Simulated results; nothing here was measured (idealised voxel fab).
process module | voxel transistor to metal
cross-section cut | 270 nm wide | cells 5 nm
A cross-section is a grid of square cells, given in bands from the top down. A band is one or more rows of cells.
Each band's line starts with the height of the band's top and of its bottom, in nm. Then come its materials from left to right, each with its width in nm. One material with "throughout" fills the band from edge to edge. "air" is empty space.
Height 0 is the level under which the wafer as received is all one material. The lowest band goes on downwards, as in "0 down".
A width such as "30 to 40" changes by the same amount from each row of cells to the next, from the band's top row to its bottom row.
"no change" after a step means that no cell of the cross-section changed.
closed voids: empty space of 8 cells or more with no open way to the top, each as width x height at its distance from the left edge, in nm
after a step's settings: what the simulator itself notes on the step
overlay nm, on a step with a mask: how far to the right of its planned place the mask lay; to the left if negative
plan
1 op RECEIVE | material Si
2 op CONFORMAL_DEP | material SiO2 | thk nm 5
3 op CONFORMAL_DEP | material SiN | thk nm 10
4 op MASKED_ETCH | tone cover | mask id ACTIVE | width nm 100 | pitch nm 130 | etch materials SiN | depth nm 10 | overlay nm 0
5 op MASKED_ETCH | tone cover | mask id ACTIVE | width nm 100 | pitch nm 130 | etch materials SiO2 | depth nm 5 | overlay nm 0
6 op MASKED_ETCH | tone cover | mask id ACTIVE | width nm 100 | pitch nm 130 | etch materials Si | depth nm 25 | overlay nm 0
7 op OXIDIZE | depth nm 5
8 op FILL_DEP | material SiO2 | thk nm 10
9 op CMP | height nm 15
10 op SELECTIVE_ETCH | etch materials SiO2 | depth nm 5
11 op STRIP | etch materials SiN
12 op SELECTIVE_ETCH | etch materials SiO2 | depth nm 5
13 op OXIDIZE | depth nm 5
14 op DIRECTIONAL_DEP | material polySi | thk nm 30
15 op DIRECTIONAL_DEP | material SiCN | thk nm 10
16 op DIRECTIONAL_DEP | material aC | thk nm 15
17 op PATTERN | tone cover | mask id GATE | material resist | width nm 30 | pitch nm 130 | thk nm 30 | overlay nm 0
18 op DIRECTIONAL_ETCH | etch materials aC | depth nm 15
19 op STRIP | etch materials resist
20 op DIRECTIONAL_ETCH | etch materials SiCN | depth nm 20
21 op DIRECTIONAL_ETCH | etch materials polySi | depth nm 40
22 op STRIP | etch materials aC
23 op CONFORMAL_DEP | material SiN | thk nm 10
24 op DIRECTIONAL_ETCH | etch materials SiN | depth nm 10
25 op DIRECTIONAL_ETCH | etch materials SiO2 | depth nm 5
26 op DIRECTIONAL_ETCH | etch materials Si | depth nm 10
27 op EPI | material pSi | thk nm 10
28 op FILL_DEP | material SiO2 | thk nm 10
29 op CMP | height nm 30
30 op STRIP | etch materials polySi
31 op SELECTIVE_ETCH | etch materials SiO2 | depth nm 5
32 op CONFORMAL_DEP | material HfO2 | thk nm 5
33 op CONFORMAL_DEP | material TiN | thk nm 5
34 op FILL_DEP | material W | thk nm 5
35 op CMP | height nm 25
36 op DIRECTIONAL_DEP | material SiO2 | thk nm 5
37 op PATTERN | tone open | mask id CONTACT | material resist | width nm 15 | thk nm 20 | overlay nm 0
38 op DIRECTIONAL_ETCH | etch materials SiO2 | depth nm 45
39 op STRIP | etch materials resist
40 op CONFORMAL_DEP | material TiN | thk nm 5
41 op FILL_DEP | material Ru | thk nm 5
42 op CMP | height nm 40
43 op CONFORMAL_DEP | material SiCN | thk nm 5
44 op DIRECTIONAL_DEP | material lowk | thk nm 15
45 op MASKED_ETCH | tone open | mask id METAL_1 | width nm 15 | etch materials lowk | depth nm 15 | overlay nm 0
46 op MASKED_ETCH | tone open | mask id METAL_1 | width nm 15 | etch materials SiCN | depth nm 5 | overlay nm 0
47 op CONFORMAL_DEP | material TiN | thk nm 5
48 op FILL_DEP | material Cu | thk nm 5
49 op CMP | height nm 60
50 op CONFORMAL_DEP | material SiCN | thk nm 5
51 op DIRECTIONAL_DEP | material SiO2 | thk nm 35
52 op PATTERN | tone open | mask id METAL_2 | material resist | width nm 15 | pitch nm 130 | thk nm 15 | overlay nm 0
53 op DIRECTIONAL_ETCH | etch materials SiO2 | depth nm 20
54 op STRIP | etch materials resist
55 op DIRECTIONAL_DEP | material aC | thk nm 10
56 op PATTERN | tone open | mask id METAL_2_HOLES | material resist | width nm 15 | pitch nm 130 | thk nm 30 | overlay nm 0
57 op DIRECTIONAL_ETCH | etch materials aC | depth nm 10
58 op STRIP | etch materials resist
59 op DIRECTIONAL_ETCH | etch materials SiO2 | depth nm 15
60 op DIRECTIONAL_ETCH | etch materials SiCN | depth nm 5
61 op STRIP | etch materials aC
62 op CONFORMAL_DEP | material TiN | thk nm 5
63 op FILL_DEP | material Ru | thk nm 5
64 op CMP | height nm 100
65 op CONFORMAL_DEP | material SiN | thk nm 5
varied across the wafers: thk nm of step 36. The plan shows the first wafer's value. All wafers start alike
first wafer as received, after step 1
  0 down: Si throughout
  closed voids: none
each wafer at the end: cells of each material gained (+) or lost (-) since it was received, then its closed voids
thk nm 5 | +12 Cu | +36 HfO2 | +88 Ru | -176 Si | +90 SiCN | +102 SiN | +588 SiO2 | +204 TiN | +16 W | +126 lowk | +48 pSi | closed voids: none
thk nm 10 | +12 Cu | +36 HfO2 | +38 Ru | -176 Si | +90 SiCN | +102 SiN | +630 SiO2 | +212 TiN | +16 W | +126 lowk | +48 pSi | closed voids: none
thk nm 15 | +12 Cu | +36 HfO2 | +38 Ru | -176 Si | +90 SiCN | +102 SiN | +672 SiO2 | +170 TiN | +16 W | +126 lowk | +48 pSi | closed voids: none
thk nm 20 | +12 Cu | +36 HfO2 | +38 Ru | -176 Si | +90 SiCN | +102 SiN | +680 SiO2 | +162 TiN | +16 W | +126 lowk | +48 pSi | closed voids: none
thk nm 25 | +12 Cu | +36 HfO2 | +38 Ru | -176 Si | +90 SiCN | +102 SiN | +688 SiO2 | +154 TiN | +16 W | +126 lowk | +48 pSi | closed voids: none
thk nm 30 | +12 Cu | +36 HfO2 | +34 Ru | -176 Si | +90 SiCN | +102 SiN | +700 SiO2 | +146 TiN | +16 W | +126 lowk | +48 pSi | closed voids: none
